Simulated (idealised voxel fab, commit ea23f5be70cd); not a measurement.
process module | voxel released beams
The cross-section on display is named cut; it measures 225 nm wide, and its cells are 5 nm squares.
Cross-section spec: square-cell grid; bands listed top down; each band is one or more rows. Each band's line starts with the height of the band's top and of its bottom, in nm. Then come its materials from left to right, each with its width in nm. One material with "edge to edge" fills the band from edge to edge. "empty" is empty space. Basically, 0 is our baseline, since under it the wafer straight out of the box is all one material. The bottom band has no lower end and keeps on going down, so it looks like "0..down". Width: "30 to 40" (first number = top row, second number = bottom row, same change from row to row of cells). Step marked "changes: none"? Then no cell in the cross-section changed in it. Look at "Completely enclosed voids" for the closed voids: empty spaces with no open path to the top, sized 8 cells or up. Each is width x height at distance, distance from the left edge, all nm. Text after the settings on a step's line: the simulator's own remark on that step. The optional step-line setting "overlay nm" applies to steps with a mask and quantifies how far to the right of its planned location the mask lay, a negative value indicating leftward placement.

-- Planned step list for the process
- 1: RECEIVE,material Si
- 2: CONFORMAL_DEP,material Al2O3,thk nm 10
- 3: DIRECTIONAL_DEP,material SiO2,thk nm 15
- 4: MASKED_ETCH,tone open,mask id ANCHOR,width nm 45,etch materials SiO2,depth nm 15,overlay nm 0
- 5: CONFORMAL_DEP,material polySi,thk nm 15
- 6: MASKED_ETCH,tone cover,mask id BEAM,width nm 100,etch materials polySi,depth nm 15,overlay nm 0
- 7: STRIP,etch materials SiO2

-- So this is the incoming wafer in cross-section - it's already been through step 1
> 0..down  Si edge to edge
> Completely enclosed voids: none

-- Cross-section, first of two wafers, end of module, run as planned
> 40..25  60 empty, 20 polySi, 15 empty, 65 polySi, 65 empty
> 25..10  65 empty, 45 polySi, 115 empty
> 10..0  Al2O3 edge to edge
> 0..down  Si edge to edge
> Completely enclosed voids: none

-- End of module, second wafer, cross-section. Started like the first, planned like the first, run with one mistake
> 40..25  60 empty, 25 polySi, 5 empty, 70 polySi, 65 empty
> 25..10  70 empty, 35 polySi, 120 empty
> 10..0  Al2O3 edge to edge
> 0..down  Si edge to edge
> Completely enclosed voids: none
Nonconformance to the process plan: so step 4 ended up running with a different setting than we planned, it ran as MASKED_ETCH,tone open,mask id ANCHOR,width nm 35,etch materials SiO2,depth nm 15,overlay nm 0
Same inventory, different map: at the end, the second wafer holds as many cells of each material as the first, placed elsewhere.
